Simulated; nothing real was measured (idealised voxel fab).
Presented below is a process module, voxel tone inversion.
In the cross-section labelled cut, the width is 250 nm and each square cell is 5 nm.
Throughout this document, each cross-section is represented as a grid of square cells and is presented as a sequence of bands enumerated from the top downward, where a band comprises one or more rows of cells.
Band: top height; bottom height; in nm. Then, left to right: material with width in nm, for each material. "edge to edge": a single material spanning edge to edge. "blank": empty space.
Ref level 0: as-received wafer is one material below here. Bottom band extends down with no lower bound ("from 0 down").
It should be noted that a width expressed as "30 to 40" varies in equal increments from row to row of cells within the band, taking the value of the first number at the top row and that of the second number at the bottom row.
Step marked "remained unchanged"? Then no cell in the cross-section changed in it.
Enclosed voids (no open way to top), threshold 8 cells or more, entry "Catalogued sealed voids", notation width x height at distance, distance from left edge, nm.
Read whatever lies past the settings on a step's line as the simulator's own remark about the step.
A step line may carry the setting "overlay nm", which, for steps involving a mask, states the distance by which the mask lay to the right of its intended position; negative values denote displacement to the left.

SET OUT BELOW ARE THE PLANNED STEPS OF THE PROCESS
1,op RECEIVE | material Si
2,op CONFORMAL_DEP | material SiCN | thk nm 5
3,op DIRECTIONAL_DEP | material aC | thk nm 20
4,op PATTERN | tone cover | mask id POSTS | material resist | width nm 15 | pitch nm 35 | thk nm 30 | overlay nm 0
5,op DIRECTIONAL_ETCH | etch materials aC | depth nm 20
6,op STRIP | etch materials resist
7,op FILL_DEP | material lowk | thk nm 10
8,op CMP | height nm 25
9,op STRIP | etch materials aC
10,op CONFORMAL_DEP | material TiN | thk nm 5
11,op FILL_DEP | material W | thk nm 5
12,op CMP | height nm 25
13,op CONFORMAL_DEP | material SiN | thk nm 5

AS RECEIVED (POST STEP 1): CROSS-SECTION
* from 0 down | Si edge to edge
* Catalogued sealed voids: none

CROSS-SECTION, FIRST OF TWO WAFERS, END OF MODULE, RUN AS PLANNED
* from 30 to 25 | SiN edge to edge
* from 25 to 10 | lowk 65 nm / TiN 5 nm / W 5 nm / TiN 5 nm / lowk 20 nm / TiN 5 nm / W 5 nm / TiN 5 nm / lowk 20 nm / TiN 5 nm / W 5 nm / TiN 5 nm / lowk 20 nm / TiN 5 nm / W 5 nm / TiN 5 nm / lowk 65 nm
* from 10 to 5 | lowk 65 nm / TiN 15 nm / lowk 20 nm / TiN 15 nm / lowk 20 nm / TiN 15 nm / lowk 20 nm / TiN 15 nm / lowk 65 nm
* from 5 to 0 | SiCN edge to edge
* from 0 down | Si edge to edge
* Catalogued sealed voids: none

THIS CROSS-SECTION BELONGS TO THE SECOND WAFER OF TWO AT THE END OF THE MODULE; THE START AND THE PLAN WERE SHARED WITH THE FIRST, AND THE RUN INCLUDED ONE MISTAKE
* from 30 to 25 | SiN edge to edge
* from 25 to 10 | W 60 nm / TiN 5 nm / lowk 15 nm / TiN 5 nm / W 10 nm / TiN 5 nm / lowk 15 nm / TiN 5 nm / W 10 nm / TiN 5 nm / lowk 15 nm / TiN 5 nm / W 10 nm / TiN 5 nm / lowk 15 nm / TiN 5 nm / W 60 nm
* from 10 to 5 | TiN 65 nm / lowk 15 nm / TiN 20 nm / lowk 15 nm / TiN 20 nm / lowk 15 nm / TiN 20 nm / lowk 15 nm / TiN 65 nm
* from 5 to 0 | SiCN edge to edge
* from 0 down | Si edge to edge
* Catalogued sealed voids: none
Against the plan, the run slipped here: step 4 was not run as planned; what actually ran was op PATTERN | tone open | mask id POSTS | material resist | width nm 15 | pitch nm 35 | thk nm 30 | overlay nm 0
Counted in cells at the end, the second wafer holds more or fewer of these materials than the first: TiN: 26 more, W: 78 more, lowk: 104 fewer
